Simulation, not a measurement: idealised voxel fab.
process module | voxel plated lines
The cross-section on display is named cut; it measures 265 nm wide, and its cells are 5 nm squares.
Think of the cross-section as a grid of square cells. We describe it in bands, top to bottom, and each band covers one or more rows of those cells. Band: top and bottom heights (nm) first, top before bottom; then materials from left to right, widths in nm. "full width" marks a sole material filling the band edge to edge. "empty" denotes empty space. Convention: height 0 is the level below which the wafer, as received, is all one material. The lowest band does not terminate at the bottom but continues downward, represented as "from 0 down". Width spec "30 to 40" -> top row of cells at first value, bottom row at second value, equal per-row change in between. Basically "all unchanged" means that step didn't change any cell in the cross-section. "Trapped voids" specifies each empty space that is not open to the top and that occupies no fewer than 8 cells, using the form width x height at distance, the distance measured from the left edge and all three quantities in nm. Past the settings on a step's line: simulator remark, on that step. "overlay nm", when on a step's line for a step with a mask, measures how far to the right of its planned place the mask lay; a negative measure means to the left.

-- The planned process steps are enumerated hereunder
| 1 | RECEIVE with material Si |
| 2 | CONFORMAL_DEP with material SiO2, thk nm 5 |
| 3 | DIRECTIONAL_DEP with material TiN, thk nm 5 |
| 4 | PATTERN with tone open, mask id LINES, material resist, width nm 30, pitch nm 60, thk nm 30, overlay nm 0 |
| 5 | EPI with material Ru, thk nm 10 |
| 6 | EPI with material Ru, thk nm 10 |
| 7 | STRIP with etch materials resist |
| 8 | DIRECTIONAL_ETCH with etch materials TiN, depth nm 5 |
| 9 | CONFORMAL_DEP with material SiO2, thk nm 10 |

-- The cross-section here shows the wafer as received, i.e. in its state after step 1
from 0 down | Si full width
Trapped voids: none

-- End-of-module XS, first of two wafers, run as planned
from 40 to 30 | empty=75, SiO2=50, empty=10, SiO2=50, empty=80
from 30 to 15 | empty=75, SiO2=10, Ru=30, SiO2=10, empty=10, SiO2=10, Ru=30, SiO2=10, empty=80
from 15 to 10 | SiO2=85, Ru=30, SiO2=30, Ru=30, SiO2=90
from 10 to 5 | SiO2=85, TiN=30, SiO2=30, TiN=30, SiO2=90
from 5 to 0 | SiO2 full width
from 0 down | Si full width
Trapped voids: none

-- Module end: cross-section of wafer two of two. Same start and process plan as the first wafer. One mistake during execution
from 40 to 30 | empty=75, SiO2=50, empty=10, SiO2=50, empty=80
from 30 to 20 | empty=75, SiO2=10, Ru=30, SiO2=10, empty=10, SiO2=10, Ru=30, SiO2=10, empty=80
from 20 to 10 | SiO2=85, Ru=30, SiO2=30, Ru=30, SiO2=90
from 10 to 5 | Ru full width
from 5 to 0 | SiO2 full width
from 0 down | Si full width
Trapped voids: none
Short version of what went wrong: not per plan at step 3, really ran DIRECTIONAL_DEP with material Ru, thk nm 5
Wafer comparison, final, in cells, second relative to first, materials more or fewer: Ru: 53 more, SiO2: 8 fewer, TiN: 12 fewer
